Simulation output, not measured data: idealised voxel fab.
The following is a process module called voxel tone inversion.
Square cell edge 5 nm, section width 255 nm, ID cut.
Cross-section = grid of square cells, listed top down in bands; band = one or more rows.
The band entry comprises the height of the band's top followed by the height of its bottom, expressed in nm, and subsequently the band's materials from left to right, each stated together with its width in nm. Where a single material is marked with the word "all across", that material fills the band from edge to edge. The word "air" represents empty space.
The reference from which all heights are counted is 0, the level beneath which the as-received wafer is entirely one material; the lowest band, having no lower bound, proceeds downward and is written after the example "0 nm and below".
A width such as "30->40" changes by the same amount from each row of cells to the next, from the band's top row to its bottom row.
"stayed the same" means the step left every cell of the cross-section as it was.
The list in "Fully sealed cavities" covers empty spaces of 8 cells or more that cannot reach the top through any open way, and it gives each as width x height at distance; the distance is from the left edge, and width, height and distance are in nm.
Formally, on a step line, whatever follows the settings is a remark that the simulator itself makes on the step.
A step's line can hold "overlay nm"; with a mask on that step, the setting says how far right of the planned place the mask lay, while a negative setting says it lay to the left.
Steps planned for the process
1) RECEIVE,material Si
2) CONFORMAL_DEP,material SiN,thk nm 5
3) DIRECTIONAL_DEP,material polySi,thk nm 20
4) PATTERN,tone cover,mask id POSTS,material resist,width nm 20,pitch nm 40,thk nm 30,overlay nm 0
5) DIRECTIONAL_ETCH,etch materials polySi,depth nm 20
6) STRIP,etch materials resist
7) FILL_DEP,material lowk,thk nm 5
8) CMP,height nm 25
9) STRIP,etch materials polySi
10) CONFORMAL_DEP,material TiN,thk nm 5
11) FILL_DEP,material Cu,thk nm 5
12) CMP,height nm 25
13) CONFORMAL_DEP,material SiN,thk nm 5
Incoming wafer in cross-section (state: after step 1)
  0 nm and below: Si all across
  Fully sealed cavities: none
End state of the module in cross-section, given the above starting point and plan and one mistake in execution
  40 nm to 25 nm: SiN all across
  25 nm to 10 nm: 55 of lowk | 5 of TiN | 10 of Cu | 5 of TiN | 20 of lowk | 5 of TiN | 10 of Cu | 5 of TiN | 20 of lowk | 5 of TiN | 10 of Cu | 5 of TiN | 20 of lowk | 5 of TiN | 10 of Cu | 5 of TiN | 60 of lowk
  10 nm to 5 nm: 55 of lowk | 20 of TiN | 20 of lowk | 20 of TiN | 20 of lowk | 20 of TiN | 20 of lowk | 20 of TiN | 60 of lowk
  5 nm to 0 nm: SiN all across
  0 nm and below: Si all across
  Fully sealed cavities: none
Error vs. plan: for step 13, the planned setting was not used; the step was instead run as CONFORMAL_DEP,material SiN,thk nm 15
